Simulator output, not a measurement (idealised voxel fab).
process module | voxel ribs on slabs
cross-section cut | 230 nm wide | cells 5 nm
A cross-section is a grid of square cells, given in bands from the top down. A band is one or more rows of cells.
Each band's line starts with the height of the band's top and of its bottom, in nm. Then come its materials from left to right, each with its width in nm. One material with "throughout" fills the band from edge to edge. "air" is empty space.
Height 0 is the level under which the wafer as received is all one material. The lowest band goes on downwards, as in "0 down".
A width such as "30 to 40" changes by the same amount from each row of cells to the next, from the band's top row to its bottom row.
"no change" after a step means that no cell of the cross-section changed.
closed voids: empty space of 8 cells or more with no open way to the top, each as width x height at its distance from the left edge, in nm
after a step's settings: what the simulator itself notes on the step
overlay nm, on a step with a mask: how far to the right of its planned place the mask lay; to the left if negative
plan
1 op RECEIVE | material Si
2 op DIRECTIONAL_DEP | material SiO2 | thk nm 20
3 op DIRECTIONAL_DEP | material polySi | thk nm 25
4 op MASKED_ETCH | tone cover | mask id RIB | width nm 20 | etch materials polySi | depth nm 20 | overlay nm 0
5 op DIRECTIONAL_DEP | material aC | thk nm 15
6 op PATTERN | tone cover | mask id SLAB | material resist | width nm 70 | thk nm 35 | overlay nm 0
7 op DIRECTIONAL_ETCH | etch materials aC | depth nm 15
8 op STRIP | etch materials resist
9 op DIRECTIONAL_ETCH | etch materials polySi | depth nm 5
10 op STRIP | etch materials aC
11 op FILL_DEP | material SiO2 | thk nm 20
12 op CMP | height nm 55
13 op DIRECTIONAL_DEP | material W | thk nm 10
14 op DIRECTIONAL_DEP | material aC | thk nm 10
15 op PATTERN | tone cover | mask id HEATER | material resist | width nm 30 | thk nm 30 | overlay nm 0
16 op DIRECTIONAL_ETCH | etch materials aC | depth nm 10
17 op STRIP | etch materials resist
18 op DIRECTIONAL_ETCH | etch materials W | depth nm 10
19 op STRIP | etch materials aC
20 op CONFORMAL_DEP | material SiO2 | thk nm 5
as received, after step 1
  0 down: Si throughout
  closed voids: none
first wafer at the end, as planned
  70 to 65: air 95 | SiO2 40 | air 95
  65 to 60: air 95 | SiO2 5 | W 30 | SiO2 5 | air 95
  60 to 55: SiO2 100 | W 30 | SiO2 100
  55 to 45: SiO2 throughout
  45 to 25: SiO2 105 | polySi 20 | SiO2 105
  25 to 20: SiO2 80 | polySi 70 | SiO2 80
  20 to 0: SiO2 throughout
  0 down: Si throughout
  closed voids: none
second wafer at the end: like start, like plan, one mistake
  70 to 65: SiO2 105 | air 20 | SiO2 105
  65 to 60: W 100 | SiO2 5 | air 20 | SiO2 5 | W 100
  60 to 55: W 100 | SiO2 30 | W 100
  55 to 45: SiO2 throughout
  45 to 25: SiO2 105 | polySi 20 | SiO2 105
  25 to 20: SiO2 80 | polySi 70 | SiO2 80
  20 to 0: SiO2 throughout
  0 down: Si throughout
  closed voids: none
what went wrong: step 15 ran as: op PATTERN | tone open | mask id HEATER | material resist | width nm 30 | thk nm 30 | overlay nm 0
at the end the second wafer has, in cells: 68 more of W
